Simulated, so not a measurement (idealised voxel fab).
A process module follows: voxel released beams.
The figure presents cross-section cut, which has a width of 210 nm and is divided into square cells with an edge length of 5 nm.
Bands, listed from the top down, are how a cross-section gets written in this document; the cross-section itself is a grid of square cells, and a band is one or more rows of them.
Heights first: top, then bottom, in nm. Then materials, left to right, each with a width in nm. "all across" on a single material: fills the band edge to edge. "empty": empty space.
Basically, 0 is our baseline, since under it the wafer straight out of the box is all one material. The bottom band has no lower end and keeps on going down, so it looks like "top 0, no bottom".
You'd read "30 to 40" like this: the band's top row of cells is as wide as the first number, its bottom row is as wide as the second, and going down, every row changes width by the same amount as the row before did.
You'll sometimes find "changes: none" written for a step, and that's the way of saying that nowhere in the cross-section did a cell change during that step.
What "Unvented cavities" gives you is every empty space of 8 cells or more that is cut off from the top. Each appears as width x height at distance, with the distance taken from the left edge and width, height and distance all in nm.
That trailing text on a step's line, after the settings, is the simulator's own remark on the step.
The line of a step may include "overlay nm". On a step with a mask, this value is how far to the right of its planned place the mask lay. A negative value means the mask lay to the left.

Process steps (planned)
| 1 | RECEIVE,material Si |
| 2 | CONFORMAL_DEP,material Al2O3,thk nm 10 |
| 3 | DIRECTIONAL_DEP,material SiO2,thk nm 10 |
| 4 | PATTERN,tone open,mask id ANCHOR,material resist,width nm 35,thk nm 15,overlay nm 0 |
| 5 | DIRECTIONAL_ETCH,etch materials SiO2,depth nm 10 |
| 6 | STRIP,etch materials resist |
| 7 | CONFORMAL_DEP,material SiN,thk nm 15 |
| 8 | PATTERN,tone cover,mask id BEAM,material resist,width nm 105,thk nm 15,overlay nm 0 |
| 9 | DIRECTIONAL_ETCH,etch materials SiN,depth nm 15 |
| 10 | STRIP,etch materials resist |
| 11 | STRIP,etch materials SiO2 |

Delivered wafer in cross-section: state after step 1
* top 0, no bottom = Si all across
* Unvented cavities: none

Here's the cross-section of the first of our two wafers at the end of the module - it ran as planned
* top 35, bottom 25 = empty 50 nm  SiN 20 nm  empty 5 nm  SiN 80 nm  empty 55 nm
* top 25, bottom 20 = empty 50 nm  SiN 105 nm  empty 55 nm
* top 20, bottom 10 = empty 55 nm  SiN 35 nm  empty 120 nm
* top 10, bottom 0 = Al2O3 all across
* top 0, no bottom = Si all across
* Unvented cavities: none

Presented here is a cross-section of the second of the two wafers as it stood at the end of the module. It was started in the same manner and assigned the same plan as the first wafer; however, one mistake was made in its execution
* top 35, bottom 20 = empty 50 nm  SiN 105 nm  empty 55 nm
* top 20, bottom 10 = empty 60 nm  SiN 25 nm  empty 125 nm
* top 10, bottom 0 = Al2O3 all across
* top 0, no bottom = Si all across
* Unvented cavities: none
The mistake made against the process plan was this: step 4 did not happen as planned, as run it was PATTERN,tone open,mask id ANCHOR,material resist,width nm 25,thk nm 15,overlay nm 0
Bottom line after processing is that, in cells, the second wafer is up or down on some materials versus the first: SiN -2
